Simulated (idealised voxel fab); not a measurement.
Process module name: voxel wiring stack
The cross-section on display is named cut; it measures 195 nm wide, and its cells are 5 nm squares.
The cross-sections in this document take the form of a grid made of square cells. They are written out as bands, in order from top to bottom. Each band consists of one or more rows of cells. In this notation a band is specified by the heights of its top and bottom, in that order and in nm, after which its materials appear from left to right, each paired with its width in nm. The word "edge to edge" attached to a single material means that material fills the band from edge to edge; the word "empty" stands for empty space. The reference from which all heights are counted is 0, the level beneath which the as-received wafer is entirely one material; the lowest band, having no lower bound, proceeds downward and is written after the example "0 -> down". Width: "30 to 40" (first number = top row, second number = bottom row, same change from row to row of cells). "nothing changed" (step): cross-section cells unchanged, all of them. Closed empty spaces (no open way to the top) of 8 cells or more are what "Closed cavities" lists, each as width x height at distance from the left edge, nm for all three. after a step's settings: what the simulator itself notes on the step. For masked steps, "overlay nm" on the step line gives how far right of plan the mask actually lay; a minus sign means it lay to the left.

The steps planned for the process are as follows:
| 1 | RECEIVE [material Si] |
| 2 | CONFORMAL_DEP [material SiO2] [thk nm 15] |
| 3 | DIRECTIONAL_DEP [material TiN] [thk nm 5] |
| 4 | DIRECTIONAL_DEP [material Ru] [thk nm 25] |
| 5 | PATTERN [tone cover] [mask id METAL_1] [material resist] [width nm 30] [pitch nm 45] [thk nm 20] [overlay nm 0] |
| 6 | DIRECTIONAL_ETCH [etch materials Ru] [depth nm 25] |
| 7 | DIRECTIONAL_ETCH [etch materials TiN] [depth nm 5] |
| 8 | STRIP [etch materials resist] |
| 9 | CONFORMAL_DEP [material SiN] [thk nm 5] |
| 10 | FILL_DEP [material lowk] [thk nm 10] |
| 11 | CMP [height nm 45] |
| 12 | CONFORMAL_DEP [material SiCN] [thk nm 5] |
| 13 | DIRECTIONAL_DEP [material lowk] [thk nm 15] |
| 14 | PATTERN [tone open] [mask id PLUG_1] [material resist] [width nm 15] [pitch nm 90] [thk nm 15] [overlay nm 0] |
| 15 | DIRECTIONAL_ETCH [etch materials lowk] [depth nm 15] |
| 16 | DIRECTIONAL_ETCH [etch materials SiCN] [depth nm 5] |
| 17 | STRIP [etch materials resist] |
| 18 | CONFORMAL_DEP [material TiN] [thk nm 5] |
| 19 | FILL_DEP [material Cu] [thk nm 10] |
| 20 | CMP [height nm 65] |
| 21 | CONFORMAL_DEP [material SiCN] [thk nm 5] |
| 22 | DIRECTIONAL_DEP [material SiO2] [thk nm 15] |
| 23 | MASKED_ETCH [tone open] [mask id METAL_2] [width nm 30] [pitch nm 45] [etch materials SiO2] [depth nm 15] [overlay nm 0] |
| 24 | MASKED_ETCH [tone open] [mask id METAL_2] [width nm 30] [pitch nm 45] [etch materials SiCN] [depth nm 5] [overlay nm 0] |
| 25 | CONFORMAL_DEP [material TiN] [thk nm 5] |
| 26 | FILL_DEP [material W] [thk nm 5] |
| 27 | CMP [height nm 85] |
| 28 | CONFORMAL_DEP [material SiCN] [thk nm 5] |
| 29 | DIRECTIONAL_DEP [material lowk] [thk nm 35] |
| 30 | PATTERN [tone open] [mask id METAL_3] [material resist] [width nm 30] [pitch nm 45] [thk nm 15] [overlay nm 0] |
| 31 | DIRECTIONAL_ETCH [etch materials lowk] [depth nm 20] |
| 32 | STRIP [etch materials resist] |
| 33 | PATTERN [tone open] [mask id METAL_3_HOLES] [material resist] [width nm 15] [pitch nm 90] [thk nm 20] [overlay nm 0] |
| 34 | DIRECTIONAL_ETCH [etch materials lowk] [depth nm 15] |
| 35 | DIRECTIONAL_ETCH [etch materials SiCN] [depth nm 5] |
| 36 | STRIP [etch materials resist] |
| 37 | CONFORMAL_DEP [material TiN] [thk nm 5] |
| 38 | FILL_DEP [material Cu] [thk nm 10] |
| 39 | CMP [height nm 125] |
| 40 | CONFORMAL_DEP [material SiCN] [thk nm 5] |

The first wafer of two, processed as planned:

The cross-section here shows the wafer as received, i.e. in its state after step 1:
0 -> down  Si edge to edge
Closed cavities: none

The wafer in cross-section once step 2 is complete:
15 -> 0  SiO2 edge to edge
All layers under 0 are left as they were.

The wafer in cross-section once step 3 is complete:
20 -> 15  TiN edge to edge
All layers under 15 are left as they were.

The wafer in cross-section once step 4 is complete:
45 -> 20  Ru edge to edge
All layers under 20 are left as they were.

The wafer in cross-section once step 5 is complete:
65 -> 45  empty 35; resist 30; empty 15; resist 30; empty 15; resist 30; empty 40
All layers under 45 are left as they were.

The wafer in cross-section once step 6 is complete:
65 -> 45  empty 35; resist 30; empty 15; resist 30; empty 15; resist 30; empty 40
45 -> 20  empty 35; Ru 30; empty 15; Ru 30; empty 15; Ru 30; empty 40
All layers under 20 are left as they were.

The wafer in cross-section once step 7 is complete:
65 -> 45  empty 35; resist 30; empty 15; resist 30; empty 15; resist 30; empty 40
45 -> 20  empty 35; Ru 30; empty 15; Ru 30; empty 15; Ru 30; empty 40
20 -> 15  empty 35; TiN 30; empty 15; TiN 30; empty 15; TiN 30; empty 40
All layers under 15 are left as they were.

The wafer in cross-section once step 8 is complete:
45 -> 20  empty 35; Ru 30; empty 15; Ru 30; empty 15; Ru 30; empty 40
All layers under 20 are left as they were.

The wafer in cross-section once step 9 is complete:
50 -> 45  empty 30; SiN 40; empty 5; SiN 40; empty 5; SiN 40; empty 35
45 -> 20  empty 30; SiN 5; Ru 30; SiN 5; empty 5; SiN 5; Ru 30; SiN 5; empty 5; SiN 5; Ru 30; SiN 5; empty 35
20 -> 15  SiN 35; TiN 30; SiN 15; TiN 30; SiN 15; TiN 30; SiN 40
All layers under 15 are left as they were.

The wafer in cross-section once step 10 is complete:
60 -> 50  lowk edge to edge
50 -> 45  lowk 30; SiN 40; lowk 5; SiN 40; lowk 5; SiN 40; lowk 35
45 -> 20  lowk 30; SiN 5; Ru 30; SiN 5; lowk 5; SiN 5; Ru 30; SiN 5; lowk 5; SiN 5; Ru 30; SiN 5; lowk 35
All layers under 20 are left as they were.

The wafer in cross-section once step 11 is complete:
45 -> 20  lowk 30; SiN 5; Ru 30; SiN 5; lowk 5; SiN 5; Ru 30; SiN 5; lowk 5; SiN 5; Ru 30; SiN 5; lowk 35
All layers under 20 are left as they were.

The wafer in cross-section once step 12 is complete:
50 -> 45  SiCN edge to edge
All layers under 45 are left as they were.

The wafer in cross-section once step 13 is complete:
65 -> 50  lowk edge to edge
All layers under 50 are left as they were.

The wafer in cross-section once step 14 is complete:
80 -> 65  resist 35; empty 15; resist 75; empty 15; resist 55
All layers under 65 are left as they were.

The wafer in cross-section once step 15 is complete:
80 -> 65  resist 35; empty 15; resist 75; empty 15; resist 55
65 -> 50  lowk 35; empty 15; lowk 75; empty 15; lowk 55
All layers under 50 are left as they were.

The wafer in cross-section once step 16 is complete:
80 -> 65  resist 35; empty 15; resist 75; empty 15; resist 55
65 -> 50  lowk 35; empty 15; lowk 75; empty 15; lowk 55
50 -> 45  SiCN 35; empty 15; SiCN 75; empty 15; SiCN 55
All layers under 45 are left as they were.

The wafer in cross-section once step 17 is complete:
65 -> 50  lowk 35; empty 15; lowk 75; empty 15; lowk 55
All layers under 50 are left as they were.

The wafer in cross-section once step 18 is complete:
70 -> 65  TiN 40; empty 5; TiN 85; empty 5; TiN 60
65 -> 50  lowk 35; TiN 5; empty 5; TiN 5; lowk 75; TiN 5; empty 5; TiN 5; lowk 55
50 -> 45  SiCN 35; TiN 15; SiCN 75; TiN 15; SiCN 55
All layers under 45 are left as they were.

The wafer in cross-section once step 19 is complete:
80 -> 70  Cu edge to edge
70 -> 65  TiN 40; Cu 5; TiN 85; Cu 5; TiN 60
65 -> 50  lowk 35; TiN 5; Cu 5; TiN 5; lowk 75; TiN 5; Cu 5; TiN 5; lowk 55
All layers under 50 are left as they were.

The wafer in cross-section once step 20 is complete:
65 -> 50  lowk 35; TiN 5; Cu 5; TiN 5; lowk 75; TiN 5; Cu 5; TiN 5; lowk 55
All layers under 50 are left as they were.

The wafer in cross-section once step 21 is complete:
70 -> 65  SiCN edge to edge
All layers under 65 are left as they were.

The wafer in cross-section once step 22 is complete:
85 -> 70  SiO2 edge to edge
All layers under 70 are left as they were.

The wafer in cross-section once step 23 is complete:
85 -> 70  SiO2 35; empty 30; SiO2 15; empty 30; SiO2 15; empty 30; SiO2 40
All layers under 70 are left as they were.

The wafer in cross-section once step 24 is complete:
85 -> 70  SiO2 35; empty 30; SiO2 15; empty 30; SiO2 15; empty 30; SiO2 40
70 -> 65  SiCN 35; empty 30; SiCN 15; empty 30; SiCN 15; empty 30; SiCN 40
All layers under 65 are left as they were.

The wafer in cross-section once step 25 is complete:
90 -> 85  TiN 40; empty 20; TiN 25; empty 20; TiN 25; empty 20; TiN 45
85 -> 70  SiO2 35; TiN 5; empty 20; TiN 5; SiO2 15; TiN 5; empty 20; TiN 5; SiO2 15; TiN 5; empty 20; TiN 5; SiO2 40
70 -> 65  SiCN 35; TiN 30; SiCN 15; TiN 30; SiCN 15; TiN 30; SiCN 40
All layers under 65 are left as they were.

The wafer in cross-section once step 26 is complete:
95 -> 90  W edge to edge
90 -> 85  TiN 40; W 20; TiN 25; W 20; TiN 25; W 20; TiN 45
85 -> 70  SiO2 35; TiN 5; W 20; TiN 5; SiO2 15; TiN 5; W 20; TiN 5; SiO2 15; TiN 5; W 20; TiN 5; SiO2 40
All layers under 70 are left as they were.

The wafer in cross-section once step 27 is complete:
85 -> 70  SiO2 35; TiN 5; W 20; TiN 5; SiO2 15; TiN 5; W 20; TiN 5; SiO2 15; TiN 5; W 20; TiN 5; SiO2 40
All layers under 70 are left as they were.

The wafer in cross-section once step 28 is complete:
90 -> 85  SiCN edge to edge
All layers under 85 are left as they were.

The wafer in cross-section once step 29 is complete:
125 -> 90  lowk edge to edge
All layers under 90 are left as they were.

The wafer in cross-section once step 30 is complete:
140 -> 125  resist 35; empty 30; resist 15; empty 30; resist 15; empty 30; resist 40
All layers under 125 are left as they were.

The wafer in cross-section once step 31 is complete:
140 -> 125  resist 35; empty 30; resist 15; empty 30; resist 15; empty 30; resist 40
125 -> 105  lowk 35; empty 30; lowk 15; empty 30; lowk 15; empty 30; lowk 40
All layers under 105 are left as they were.

The wafer in cross-section once step 32 is complete:
125 -> 105  lowk 35; empty 30; lowk 15; empty 30; lowk 15; empty 30; lowk 40
All layers under 105 are left as they were.

The wafer in cross-section once step 33 is complete:
145 -> 125  resist 35; empty 15; resist 75; empty 15; resist 55
125 -> 105  lowk 35; empty 15; resist 15; lowk 15; resist 30; lowk 15; empty 15; resist 15; lowk 40
All layers under 105 are left as they were.

The wafer in cross-section once step 34 is complete:
145 -> 125  resist 35; empty 15; resist 75; empty 15; resist 55
125 -> 105  lowk 35; empty 15; resist 15; lowk 15; resist 30; lowk 15; empty 15; resist 15; lowk 40
105 -> 90  lowk 35; empty 15; lowk 75; empty 15; lowk 55
All layers under 90 are left as they were.

The wafer in cross-section once step 35 is complete:
145 -> 125  resist 35; empty 15; resist 75; empty 15; resist 55
125 -> 105  lowk 35; empty 15; resist 15; lowk 15; resist 30; lowk 15; empty 15; resist 15; lowk 40
105 -> 90  lowk 35; empty 15; lowk 75; empty 15; lowk 55
90 -> 85  SiCN 35; empty 15; SiCN 75; empty 15; SiCN 55
All layers under 85 are left as they were.

The wafer in cross-section once step 36 is complete:
125 -> 105  lowk 35; empty 30; lowk 15; empty 30; lowk 15; empty 30; lowk 40
All layers under 105 are left as they were.

The wafer in cross-section once step 37 is complete:
130 -> 125  TiN 40; empty 20; TiN 25; empty 20; TiN 25; empty 20; TiN 45
125 -> 110  lowk 35; TiN 5; empty 20; TiN 5; lowk 15; TiN 5; empty 20; TiN 5; lowk 15; TiN 5; empty 20; TiN 5; lowk 40
110 -> 105  lowk 35; TiN 5; empty 5; TiN 20; lowk 15; TiN 30; lowk 15; TiN 5; empty 5; TiN 20; lowk 40
105 -> 90  lowk 35; TiN 5; empty 5; TiN 5; lowk 75; TiN 5; empty 5; TiN 5; lowk 55
90 -> 85  SiCN 35; TiN 15; SiCN 75; TiN 15; SiCN 55
All layers under 85 are left as they were.

The wafer in cross-section once step 38 is complete:
140 -> 130  Cu edge to edge
130 -> 125  TiN 40; Cu 20; TiN 25; Cu 20; TiN 25; Cu 20; TiN 45
125 -> 110  lowk 35; TiN 5; Cu 20; TiN 5; lowk 15; TiN 5; Cu 20; TiN 5; lowk 15; TiN 5; Cu 20; TiN 5; lowk 40
110 -> 105  lowk 35; TiN 5; Cu 5; TiN 20; lowk 15; TiN 30; lowk 15; TiN 5; Cu 5; TiN 20; lowk 40
105 -> 90  lowk 35; TiN 5; Cu 5; TiN 5; lowk 75; TiN 5; Cu 5; TiN 5; lowk 55
All layers under 90 are left as they were.

The wafer in cross-section once step 39 is complete:
125 -> 110  lowk 35; TiN 5; Cu 20; TiN 5; lowk 15; TiN 5; Cu 20; TiN 5; lowk 15; TiN 5; Cu 20; TiN 5; lowk 40
All layers under 110 are left as they were.

The wafer in cross-section once step 40 is complete:
130 -> 125  SiCN edge to edge
All layers under 125 are left as they were.

Now the other wafer: same start, same recipe, but we messed up one thing when running it. Up to and including step 30 it's the same as the first one:

When step 31 should have ended:
140 -> 125  resist 35; empty 30; resist 15; empty 30; resist 15; empty 30; resist 40
125 -> 90  lowk 35; empty 30; lowk 15; empty 30; lowk 15; empty 30; lowk 40
All layers under 90 are left as they were.

When step 32 should have ended:
125 -> 90  lowk 35; empty 30; lowk 15; empty 30; lowk 15; empty 30; lowk 40
All layers under 90 are left as they were.

When step 33 should have ended:
145 -> 125  resist 35; empty 15; resist 75; empty 15; resist 55
125 -> 90  lowk 35; empty 15; resist 15; lowk 15; resist 30; lowk 15; empty 15; resist 15; lowk 40
All layers under 90 are left as they were.

when step 34 should have ended: nothing changed

When step 35 should have ended:
145 -> 125  resist 35; empty 15; resist 75; empty 15; resist 55
125 -> 90  lowk 35; empty 15; resist 15; lowk 15; resist 30; lowk 15; empty 15; resist 15; lowk 40
90 -> 85  SiCN 35; empty 15; SiCN 75; empty 15; SiCN 55
All layers under 85 are left as they were.

When step 36 should have ended:
125 -> 90  lowk 35; empty 30; lowk 15; empty 30; lowk 15; empty 30; lowk 40
All layers under 90 are left as they were.

When step 37 should have ended:
130 -> 125  TiN 40; empty 20; TiN 25; empty 20; TiN 25; empty 20; TiN 45
125 -> 95  lowk 35; TiN 5; empty 20; TiN 5; lowk 15; TiN 5; empty 20; TiN 5; lowk 15; TiN 5; empty 20; TiN 5; lowk 40
95 -> 90  lowk 35; TiN 5; empty 5; TiN 20; lowk 15; TiN 30; lowk 15; TiN 5; empty 5; TiN 20; lowk 40
90 -> 85  SiCN 35; TiN 15; SiCN 75; TiN 15; SiCN 55
All layers under 85 are left as they were.

When step 38 should have ended:
140 -> 130  Cu edge to edge
130 -> 125  TiN 40; Cu 20; TiN 25; Cu 20; TiN 25; Cu 20; TiN 45
125 -> 95  lowk 35; TiN 5; Cu 20; TiN 5; lowk 15; TiN 5; Cu 20; TiN 5; lowk 15; TiN 5; Cu 20; TiN 5; lowk 40
95 -> 90  lowk 35; TiN 5; Cu 5; TiN 20; lowk 15; TiN 30; lowk 15; TiN 5; Cu 5; TiN 20; lowk 40
All layers under 90 are left as they were.

When step 39 should have ended:
125 -> 95  lowk 35; TiN 5; Cu 20; TiN 5; lowk 15; TiN 5; Cu 20; TiN 5; lowk 15; TiN 5; Cu 20; TiN 5; lowk 40
All layers under 95 are left as they were.

When step 40 should have ended:
130 -> 125  SiCN edge to edge
All layers under 125 are left as they were.
Against the plan, the run slipped here: twice, step 31 of the plan was run
Materials where the second wafer ends with more or fewer cells than the first: Cu +30; TiN +6; lowk -36
